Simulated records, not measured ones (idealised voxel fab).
Process module under the name voxel local oxidation
It is cross-section cut that appears here, measuring 170 nm in width, its square cells being 5 nm in size.
Cross-section spec: square-cell grid; bands listed top down; each band is one or more rows. Read a band's entry like this: the first values are the height of its top and the height of its bottom in nm, and what follows is the sequence of materials from left to right, each with its width in nm. Note that "empty" is empty space, and that a single material marked "all across" reaches across the band from edge to edge. Heads up on the height convention: 0 is the point under which the incoming wafer is all one material, and the lowest band has no bottom, it just keeps going down, like "top 0, no bottom". The two numbers in a width such as "30->40" mark its ends across the band: the first belongs to the top row of cells, the second to the bottom row, and from each row to the next the width moves by the same amount. Any step labelled "nothing was modified" changed none of the cells in the cross-section. The entry "Cavities, sealed" lists the empty spaces that cover at least 8 cells and have no open path to the top. Each is written as width x height at distance, where the distance is measured from the left edge and all three values are in nm. Past the settings on a step's line: simulator remark, on that step. overlay nm: where the mask lay relative to plan, measured to the right, on steps with a mask; negatives go left.
### The process steps that were planned are listed below
1) RECEIVE [material Si]
2) CONFORMAL_DEP [material SiO2] [thk nm 5]
3) CONFORMAL_DEP [material SiN] [thk nm 15]
4) DIRECTIONAL_DEP [material aC] [thk nm 15]
5) PATTERN [tone cover] [mask id ACTIVE] [material resist] [width nm 100] [thk nm 30] [overlay nm 0]
6) DIRECTIONAL_ETCH [etch materials aC] [depth nm 15]
7) STRIP [etch materials resist]
8) DIRECTIONAL_ETCH [etch materials SiN] [depth nm 15]
9) STRIP [etch materials aC]
10) SELECTIVE_ETCH [etch materials SiO2] [depth nm 5]
11) OXIDIZE [depth nm 10]
12) STRIP [etch materials SiN]
### Cross-section of the wafer upon arrival, representing the state reached after step 1
- top 0, no bottom | Si all across
- Cavities, sealed: none
### Cross-section at module end, one run error; start and plan unchanged from above
- top 5, bottom 0 | 40 of empty, 90 of SiO2, 40 of empty
- top 0, bottom -15 | 55 of SiO2, 60 of Si, 55 of SiO2
- top -15, no bottom | Si all across
- Cavities, sealed: none
Finding, execution versus plan: the process deviated at step 11: the operation and settings actually run there were OXIDIZE [depth nm 15]
